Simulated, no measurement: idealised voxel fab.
process module | voxel self aligned contacts
cross-section cut | 205 nm wide | cells 5 nm
A cross-section is a grid of square cells, given in bands from the top down. A band is one or more rows of cells.
Each band's line starts with the height of the band's top and of its bottom, in nm. Then come its materials from left to right, each with its width in nm. One material with "throughout" fills the band from edge to edge. "air" is empty space.
Height 0 is the level under which the wafer as received is all one material. The lowest band goes on downwards, as in "0 down".
A width such as "30 to 40" changes by the same amount from each row of cells to the next, from the band's top row to its bottom row.
"no change" after a step means that no cell of the cross-section changed.
closed voids: empty space of 8 cells or more with no open way to the top, each as width x height at its distance from the left edge, in nm
after a step's settings: what the simulator itself notes on the step
overlay nm, on a step with a mask: how far to the right of its planned place the mask lay; to the left if negative
plan
1 op RECEIVE | material Si
2 op CONFORMAL_DEP | material SiO2 | thk nm 5
3 op DIRECTIONAL_DEP | material polySi | thk nm 25
4 op DIRECTIONAL_DEP | material SiN | thk nm 20
5 op MASKED_ETCH | tone cover | mask id GATE | width nm 25 | pitch nm 60 | etch materials SiN | depth nm 20 | overlay nm 0
6 op MASKED_ETCH | tone cover | mask id GATE | width nm 25 | pitch nm 60 | etch materials polySi | depth nm 25 | overlay nm 0
7 op CONFORMAL_DEP | material SiN | thk nm 5
8 op DIRECTIONAL_ETCH | etch materials SiN | depth nm 10
9 op FILL_DEP | material SiO2 | thk nm 10
10 op CMP | height nm 55
11 op DIRECTIONAL_DEP | material aC | thk nm 10
12 op PATTERN | tone open | mask id CONTACT | material resist | width nm 45 | pitch nm 60 | thk nm 30 | overlay nm 0
13 op DIRECTIONAL_ETCH | etch materials aC | depth nm 10
14 op STRIP | etch materials resist
15 op DIRECTIONAL_ETCH | etch materials SiO2 | depth nm 55
16 op STRIP | etch materials aC
17 op CONFORMAL_DEP | material TiN | thk nm 5
18 op FILL_DEP | material Ru | thk nm 5
19 op CMP | height nm 55
20 op CONFORMAL_DEP | material SiN | thk nm 5
varied across the wafers: thk nm of step 7. The plan shows the first wafer's value. All wafers start alike
first wafer as received, after step 1
  0 down: Si throughout
  closed voids: none
first wafer at the end, after step 20
  60 to 55: SiN throughout
  55 to 45: SiO2 50 | TiN 5 to 15 | Ru 35 to 15 | TiN 5 to 15 | SiO2 15 | TiN 5 to 15 | Ru 35 to 15 | TiN 5 to 15 | SiO2 50
  45 to 30: SiO2 25 | SiN 35 | TiN 5 | Ru 15 | TiN 5 | SiN 35 | TiN 5 | Ru 15 | TiN 5 | SiN 35 | SiO2 25
  30 to 5: SiO2 25 | SiN 5 | polySi 25 | SiN 5 | TiN 5 | Ru 15 | TiN 5 | SiN 5 | polySi 25 | SiN 5 | TiN 5 | Ru 15 | TiN 5 | SiN 5 | polySi 25 | SiN 5 | SiO2 25
  5 to 0: SiO2 60 | TiN 25 | SiO2 35 | TiN 25 | SiO2 60
  0 down: Si throughout
  closed voids: none
last wafer at the end
  60 to 55: SiN throughout
  55 to 30: SiO2 5 | SiN 195 | SiO2 5
  30 to 20: SiO2 5 | SiN 25 | polySi 25 | SiN 35 | polySi 25 | SiN 35 | polySi 25 | SiN 25 | SiO2 5
  20 to 5: SiN 30 | polySi 25 | SiN 35 | polySi 25 | SiN 35 | polySi 25 | SiN 30
  5 to 0: SiO2 throughout
  0 down: Si throughout
  closed voids: none
each wafer at the end: cells of each material gained (+) or lost (-) since it was received, then its closed voids
thk nm 5 | +68 Ru | +134 SiN | +157 SiO2 | +58 TiN | +75 polySi | closed voids: none
thk nm 10 | +20 Ru | +209 SiN | +130 SiO2 | +58 TiN | +75 polySi | closed voids: none
thk nm 15 | +304 SiN | +95 SiO2 | +18 TiN | +75 polySi | closed voids: none
thk nm 20 | +344 SiN | +73 SiO2 | +75 polySi | closed voids: none
thk nm 25 | +362 SiN | +55 SiO2 | +75 polySi | closed voids: none
